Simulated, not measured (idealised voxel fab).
Process module heading - voxel self aligned contacts
Square cell edge 5 nm, section width 255 nm, ID cut.
Reading order for cross-sections: top band down to bottom band. Underlying form: a grid of square cells. Band size: one or more rows of cells. The entry gives the band's vertical extent as a top height and a bottom height in nm, then its horizontal make-up as materials from left to right, each with a width in nm. "blank" stands for empty space; a single material marked "all across" fills the band edge to edge. Convention: height 0 is the level below which the wafer, as received, is all one material. The lowest band does not terminate at the bottom but continues downward, represented as "0..down". When a width is written as two numbers, as in "30 to 40", the first number is the width in the top row of cells of the band and the second is the width in its bottom row, and the width changes by the same amount from each row to the next. What does "nothing altered" mean for a step? It means no cell of the cross-section changed in that step. Entry "Fully closed voids" = empty spaces >= 8 cells with no open way to the top; each as width x height at distance, distance from left edge, all nm. Text after the settings on a step's line: the simulator's own remark on that step. overlay nm, on a step with a mask: how far to the right of its planned place the mask lay; to the left if negative.
The process steps that were planned are listed below:
1. op RECEIVE | material Si
2. op OXIDIZE | depth nm 5
3. op DIRECTIONAL_DEP | material polySi | thk nm 20
4. op DIRECTIONAL_DEP | material SiN | thk nm 20
5. op DIRECTIONAL_DEP | material aC | thk nm 10
6. op PATTERN | tone cover | mask id GATE | material resist | width nm 35 | pitch nm 60 | thk nm 30 | overlay nm 0
7. op DIRECTIONAL_ETCH | etch materials aC | depth nm 10
8. op STRIP | etch materials resist
9. op DIRECTIONAL_ETCH | etch materials SiN | depth nm 20
10. op DIRECTIONAL_ETCH | etch materials polySi | depth nm 20
11. op STRIP | etch materials aC
12. op CONFORMAL_DEP | material SiN | thk nm 5
13. op DIRECTIONAL_ETCH | etch materials SiN | depth nm 5
14. op FILL_DEP | material SiO2 | thk nm 15
15. op CMP | height nm 45
16. op DIRECTIONAL_DEP | material aC | thk nm 10
17. op PATTERN | tone open | mask id CONTACT | material resist | width nm 35 | pitch nm 60 | thk nm 25 | overlay nm 0
18. op DIRECTIONAL_ETCH | etch materials aC | depth nm 10
19. op STRIP | etch materials resist
20. op DIRECTIONAL_ETCH | etch materials SiO2 | depth nm 50
21. op STRIP | etch materials aC
22. op CONFORMAL_DEP | material TiN | thk nm 5
23. op FILL_DEP | material W | thk nm 10
24. op CMP | height nm 45
25. op CONFORMAL_DEP | material SiCN | thk nm 5
Step 1 complete: cross-section of the wafer as received:
* 0..down: Si all across
* Fully closed voids: none
Post-module cross-section of the first of two wafers (run per plan):
* 50..45: SiCN all across
* 45..40: 80 nm SiO2; 15 nm TiN; 5 nm W; 15 nm TiN; 25 nm SiO2; 15 nm TiN; 5 nm W; 15 nm TiN; 80 nm SiO2
* 40..20: 45 nm SiO2; 45 nm SiN; 5 nm TiN; 5 nm W; 5 nm TiN; 45 nm SiN; 5 nm TiN; 5 nm W; 5 nm TiN; 45 nm SiN; 45 nm SiO2
* 20..0: 45 nm SiO2; 5 nm SiN; 35 nm polySi; 5 nm SiN; 5 nm TiN; 5 nm W; 5 nm TiN; 5 nm SiN; 35 nm polySi; 5 nm SiN; 5 nm TiN; 5 nm W; 5 nm TiN; 5 nm SiN; 35 nm polySi; 5 nm SiN; 45 nm SiO2
* 0..-5: 90 nm SiO2; 15 nm TiN; 45 nm SiO2; 15 nm TiN; 90 nm SiO2
* -5..down: Si all across
* Fully closed voids: none
Wafer two (of two), end-of-module cross-section: start = wafer one, plan = wafer one, one run mistake:
* 50..45: SiCN all across
* 45..40: 45 nm SiO2; 45 nm SiN; 5 nm TiN; 5 nm W; 5 nm TiN; 45 nm SiN; 5 nm TiN; 5 nm W; 5 nm TiN; 45 nm SiN; 45 nm SiO2
* 40..25: 45 nm SiO2; 5 nm SiN; 35 nm polySi; 5 nm SiN; 5 nm TiN; 5 nm W; 5 nm TiN; 5 nm SiN; 35 nm polySi; 5 nm SiN; 5 nm TiN; 5 nm W; 5 nm TiN; 5 nm SiN; 35 nm polySi; 5 nm SiN; 45 nm SiO2
* 25..20: 45 nm SiO2; 5 nm SiN; 35 nm polySi; 5 nm SiN; 15 nm TiN; 5 nm SiN; 35 nm polySi; 5 nm SiN; 15 nm TiN; 5 nm SiN; 35 nm polySi; 5 nm SiN; 45 nm SiO2
* 20..0: polySi all across
* 0..-5: SiO2 all across
* -5..down: Si all across
* Fully closed voids: none
Want to know what went wrong? regarding the plan, step 3 was run twice
In the final state, the cell counts of the second wafer exceed or fall short of those of the first for the following materials: SiN -81; SiO2 -85; TiN -28; W -10; polySi +204
